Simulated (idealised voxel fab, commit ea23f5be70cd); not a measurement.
The name of this process module is voxel ribs on slabs.
Pictured: cross-section cut, 150 nm wide, on a grid of 5 nm square cells.
The cross-sections in this document take the form of a grid made of square cells. They are written out as bands, in order from top to bottom. Each band consists of one or more rows of cells. Basically the band line says how high the top is and how high the bottom is, in nm, and then what's in it from left to right, every material with its width in nm. Empty space shows up as "air", and if a single material carries "throughout" it runs the full band edge to edge. Height datum 0, below which the as-received substrate wafer is one material. Lowest band open at the bottom, running downward: "z 0 and below". Think of "30..40" as a width that walks from the first number to the second as you go down the band, top row to bottom row, taking equal-sized steps from row to row. The cross-section has no changed cell in any step marked "no modification". Empty spaces without an open route to the top, at least 8 cells in extent, make up the entry "Closed void catalog"; each is given as width x height at distance, where the distance is measured from the left edge, and all are in nm. after a step's settings: what the simulator itself notes on the step. overlay nm: right-of-plan distance of the mask on a masked step; negative values mean left-of-plan.

[So here's the lineup of process steps we planned]
1) RECEIVE | material Si
2) DIRECTIONAL_DEP | material SiO2 | thk nm 25
3) DIRECTIONAL_DEP | material SiN | thk nm 15
4) PATTERN | tone cover | mask id RIB | material resist | width nm 15 | thk nm 15 | overlay nm 0
5) DIRECTIONAL_ETCH | etch materials SiN | depth nm 10
6) STRIP | etch materials resist
7) MASKED_ETCH | tone cover | mask id SLAB | width nm 55 | etch materials SiN | depth nm 5 | overlay nm 0
8) FILL_DEP | material SiO2 | thk nm 15
9) CMP | height nm 50
10) DIRECTIONAL_DEP | material TiN | thk nm 5
11) PATTERN | tone cover | mask id HEATER | material resist | width nm 25 | thk nm 20 | overlay nm 0
12) DIRECTIONAL_ETCH | etch materials TiN | depth nm 5
13) STRIP | etch materials resist
14) CONFORMAL_DEP | material SiN | thk nm 5

[So this is the incoming wafer in cross-section - it's already been through step 1]
* z 0 and below  Si throughout
* Closed void catalog: none

[Starting wafer: above. Plan: above. Run: one mistake. Cross-section after the module: below]
* z 60 to 55  55 of air | 35 of SiN | 60 of air
* z 55 to 50  60 of SiN | 25 of TiN | 65 of SiN
* z 50 to 40  SiO2 throughout
* z 40 to 30  70 of SiO2 | 15 of SiN | 65 of SiO2
* z 30 to 25  45 of SiO2 | 55 of SiN | 50 of SiO2
* z 25 to 0  SiO2 throughout
* z 0 and below  Si throughout
* Closed void catalog: none
Nonconformance to the process plan: off-plan run, step 4, actual operation and settings PATTERN | tone cover | mask id RIB | material resist | width nm 15 | thk nm 15 | overlay nm 5
